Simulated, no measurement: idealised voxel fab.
This is a process module. Its name is voxel wiring stack.
For reference, the cross-section in this document is cut, with width 240 nm and square cells of 5 nm.
Each cross-section below is a grid of square cells, stated as bands in top-down order, with one or more rows of cells making up each band.
Quick guide to a band line: top height, bottom height (nm) up front; then every material left to right with its width in nm. Only one material and it's marked "edge to edge"? Then it fills the band edge to edge. And "air" just means empty space.
For the purposes of this specification, 0 denotes the height below which the wafer in its as-received condition is composed wholly of one material, and the lowermost band, lacking a lower limit, extends downward without end, as expressed in "0 -> down".
The notation "30->40" denotes a width that varies across the rows of cells in the band, beginning at the first number in the top row, finishing at the second number in the bottom row, and changing by an identical amount from each row to the next.
Take "nothing was modified" at face value: in the step it is given for, the cross-section changed in none of its cells.
Closed empty spaces (no open way to the top) of 8 cells or more are what "Unvented voids" lists, each as width x height at distance from the left edge, nm for all three.
after a step's settings: what the simulator itself notes on the step
overlay nm: mask offset rightward from planned place, masked step; negative means leftward offset.
THE FOLLOWING LIST GIVES THE PLANNED PROCESS STEPS
| 1 | RECEIVE, material Si |
| 2 | CONFORMAL_DEP, material SiO2, thk nm 10 |
| 3 | DIRECTIONAL_DEP, material TiN, thk nm 5 |
| 4 | DIRECTIONAL_DEP, material W, thk nm 25 |
| 5 | MASKED_ETCH, tone cover, mask id METAL_1, width nm 20, pitch nm 40, etch materials W, depth nm 25, overlay nm 0 |
| 6 | MASKED_ETCH, tone cover, mask id METAL_1, width nm 20, pitch nm 40, etch materials TiN, depth nm 5, overlay nm 0 |
| 7 | FILL_DEP, material lowk, thk nm 5 |
| 8 | CMP, height nm 40 |
| 9 | CONFORMAL_DEP, material SiCN, thk nm 5 |
| 10 | DIRECTIONAL_DEP, material lowk, thk nm 10 |
| 11 | MASKED_ETCH, tone open, mask id PLUG_1, width nm 15, pitch nm 40, etch materials lowk, depth nm 10, overlay nm 0 |
| 12 | MASKED_ETCH, tone open, mask id PLUG_1, width nm 15, pitch nm 40, etch materials SiCN, depth nm 5, overlay nm 0 |
| 13 | EPI, material Ru, thk nm 10 |
| 14 | EPI, material Ru, thk nm 5 |
| 15 | CONFORMAL_DEP, material SiCN, thk nm 5 |
| 16 | DIRECTIONAL_DEP, material lowk, thk nm 15 |
| 17 | PATTERN, tone open, mask id METAL_2, material resist, width nm 20, pitch nm 40, thk nm 15, overlay nm 0 |
| 18 | DIRECTIONAL_ETCH, etch materials lowk, depth nm 15 |
| 19 | DIRECTIONAL_ETCH, etch materials SiCN, depth nm 5 |
| 20 | STRIP, etch materials resist |
| 21 | CONFORMAL_DEP, material TiN, thk nm 5 |
| 22 | FILL_DEP, material Cu, thk nm 10 |
| 23 | CMP, height nm 75 |
| 24 | EPI, material Ru, thk nm 5 |
| 25 | FILL_DEP, material SiCN, thk nm 5 |
| 26 | DIRECTIONAL_DEP, material lowk, thk nm 20 |
| 27 | MASKED_ETCH, tone open, mask id PLUG_2, width nm 15, pitch nm 80, etch materials lowk, depth nm 20, overlay nm 0 |
| 28 | MASKED_ETCH, tone open, mask id PLUG_2, width nm 15, pitch nm 80, etch materials SiCN, depth nm 5, overlay nm 0 |
| 29 | EPI, material Ru, thk nm 10 |
| 30 | EPI, material Ru, thk nm 10 |
| 31 | EPI, material Ru, thk nm 5 |
| 32 | CONFORMAL_DEP, material SiCN, thk nm 5 |
| 33 | DIRECTIONAL_DEP, material lowk, thk nm 25 |
| 34 | PATTERN, tone open, mask id METAL_3, material resist, width nm 20, pitch nm 40, thk nm 20, overlay nm 0 |
| 35 | DIRECTIONAL_ETCH, etch materials lowk, depth nm 25 |
| 36 | DIRECTIONAL_ETCH, etch materials SiCN, depth nm 5 |
| 37 | STRIP, etch materials resist |
| 38 | CONFORMAL_DEP, material TiN, thk nm 5 |
| 39 | FILL_DEP, material Ru, thk nm 10 |
| 40 | CMP, height nm 135 |
| 41 | CONFORMAL_DEP, material SiCN, thk nm 5 |
DELIVERED WAFER IN CROSS-SECTION: STATE AFTER STEP 1
0 -> down | Si edge to edge
Unvented voids: none
FIRST WAFER AT THE END, AS PLANNED
140 -> 135 | SiCN edge to edge
135 -> 110 | 50 nm lowk, then 5 nm TiN, then 10 nm Ru, then 5 nm TiN, then 20 nm lowk, then 5 nm TiN, then 10 nm Ru, then 5 nm TiN, then 20 nm lowk, then 5 nm TiN, then 10 nm Ru, then 5 nm TiN, then 20 nm lowk, then 5 nm TiN, then 10 nm Ru, then 5 nm TiN, then 50 nm lowk
110 -> 105 | 50 nm SiCN, then 20 nm TiN, then 20 nm SiCN, then 20 nm TiN, then 20 nm SiCN, then 20 nm TiN, then 20 nm SiCN, then 20 nm TiN, then 50 nm SiCN
105 -> 85 | 50 nm lowk, then 15 nm Ru, then 65 nm lowk, then 15 nm Ru, then 95 nm lowk
85 -> 80 | 50 nm SiCN, then 15 nm Ru, then 65 nm SiCN, then 15 nm Ru, then 95 nm SiCN
80 -> 75 | 45 nm SiCN, then 30 nm Ru, then 10 nm SiCN, then 30 nm Ru, then 10 nm SiCN, then 30 nm Ru, then 10 nm SiCN, then 30 nm Ru, then 45 nm SiCN
75 -> 60 | 50 nm lowk, then 5 nm TiN, then 10 nm Cu, then 5 nm TiN, then 20 nm lowk, then 5 nm TiN, then 10 nm Cu, then 5 nm TiN, then 20 nm lowk, then 5 nm TiN, then 10 nm Cu, then 5 nm TiN, then 20 nm lowk, then 5 nm TiN, then 10 nm Cu, then 5 nm TiN, then 50 nm lowk
60 -> 55 | 50 nm SiCN, then 20 nm TiN, then 20 nm SiCN, then 20 nm TiN, then 20 nm SiCN, then 20 nm TiN, then 20 nm SiCN, then 20 nm TiN, then 50 nm SiCN
55 -> 45 | 50 nm lowk, then 15 nm Ru, then 25 nm lowk, then 15 nm Ru, then 25 nm lowk, then 15 nm Ru, then 25 nm lowk, then 15 nm Ru, then 55 nm lowk
45 -> 40 | 50 nm SiCN, then 15 nm Ru, then 25 nm SiCN, then 15 nm Ru, then 25 nm SiCN, then 15 nm Ru, then 25 nm SiCN, then 15 nm Ru, then 55 nm SiCN
40 -> 15 | 50 nm lowk, then 20 nm W, then 20 nm lowk, then 20 nm W, then 20 nm lowk, then 20 nm W, then 20 nm lowk, then 20 nm W, then 50 nm lowk
15 -> 10 | 50 nm lowk, then 20 nm TiN, then 20 nm lowk, then 20 nm TiN, then 20 nm lowk, then 20 nm TiN, then 20 nm lowk, then 20 nm TiN, then 50 nm lowk
10 -> 0 | SiO2 edge to edge
0 -> down | Si edge to edge
Unvented voids: none
CROSS-SECTION, WAFER TWO OF TWO, END OF MODULE: SAME START AND PLAN AS WAFER ONE, ONE ERROR IN EXECUTION
155 -> 150 | SiCN edge to edge
150 -> 140 | Ru edge to edge
140 -> 135 | 55 nm TiN, then 10 nm Ru, then 30 nm TiN, then 10 nm Ru, then 30 nm TiN, then 10 nm Ru, then 30 nm TiN, then 10 nm Ru, then 55 nm TiN
135 -> 110 | 50 nm lowk, then 5 nm TiN, then 10 nm Ru, then 5 nm TiN, then 20 nm lowk, then 5 nm TiN, then 10 nm Ru, then 5 nm TiN, then 20 nm lowk, then 5 nm TiN, then 10 nm Ru, then 5 nm TiN, then 20 nm lowk, then 5 nm TiN, then 10 nm Ru, then 5 nm TiN, then 50 nm lowk
110 -> 105 | 50 nm SiCN, then 20 nm TiN, then 20 nm SiCN, then 20 nm TiN, then 20 nm SiCN, then 20 nm TiN, then 20 nm SiCN, then 20 nm TiN, then 50 nm SiCN
105 -> 85 | 50 nm lowk, then 15 nm Ru, then 65 nm lowk, then 15 nm Ru, then 95 nm lowk
85 -> 80 | 50 nm SiCN, then 15 nm Ru, then 65 nm SiCN, then 15 nm Ru, then 95 nm SiCN
80 -> 75 | 45 nm SiCN, then 30 nm Ru, then 10 nm SiCN, then 30 nm Ru, then 10 nm SiCN, then 30 nm Ru, then 10 nm SiCN, then 30 nm Ru, then 45 nm SiCN
75 -> 60 | 50 nm lowk, then 5 nm TiN, then 10 nm Cu, then 5 nm TiN, then 20 nm lowk, then 5 nm TiN, then 10 nm Cu, then 5 nm TiN, then 20 nm lowk, then 5 nm TiN, then 10 nm Cu, then 5 nm TiN, then 20 nm lowk, then 5 nm TiN, then 10 nm Cu, then 5 nm TiN, then 50 nm lowk
60 -> 55 | 50 nm SiCN, then 20 nm TiN, then 20 nm SiCN, then 20 nm TiN, then 20 nm SiCN, then 20 nm TiN, then 20 nm SiCN, then 20 nm TiN, then 50 nm SiCN
55 -> 45 | 50 nm lowk, then 15 nm Ru, then 25 nm lowk, then 15 nm Ru, then 25 nm lowk, then 15 nm Ru, then 25 nm lowk, then 15 nm Ru, then 55 nm lowk
45 -> 40 | 50 nm SiCN, then 15 nm Ru, then 25 nm SiCN, then 15 nm Ru, then 25 nm SiCN, then 15 nm Ru, then 25 nm SiCN, then 15 nm Ru, then 55 nm SiCN
40 -> 15 | 50 nm lowk, then 20 nm W, then 20 nm lowk, then 20 nm W, then 20 nm lowk, then 20 nm W, then 20 nm lowk, then 20 nm W, then 50 nm lowk
15 -> 10 | 50 nm lowk, then 20 nm TiN, then 20 nm lowk, then 20 nm TiN, then 20 nm lowk, then 20 nm TiN, then 20 nm lowk, then 20 nm TiN, then 50 nm lowk
10 -> 0 | SiO2 edge to edge
0 -> down | Si edge to edge
Unvented voids: none
Where did the run depart from the plan? step 40 of the plan was jumped over and never run
Looking at both finished wafers in cells, the second ends up ahead of or behind the first on some materials: 104 more of Ru | 40 more of TiN
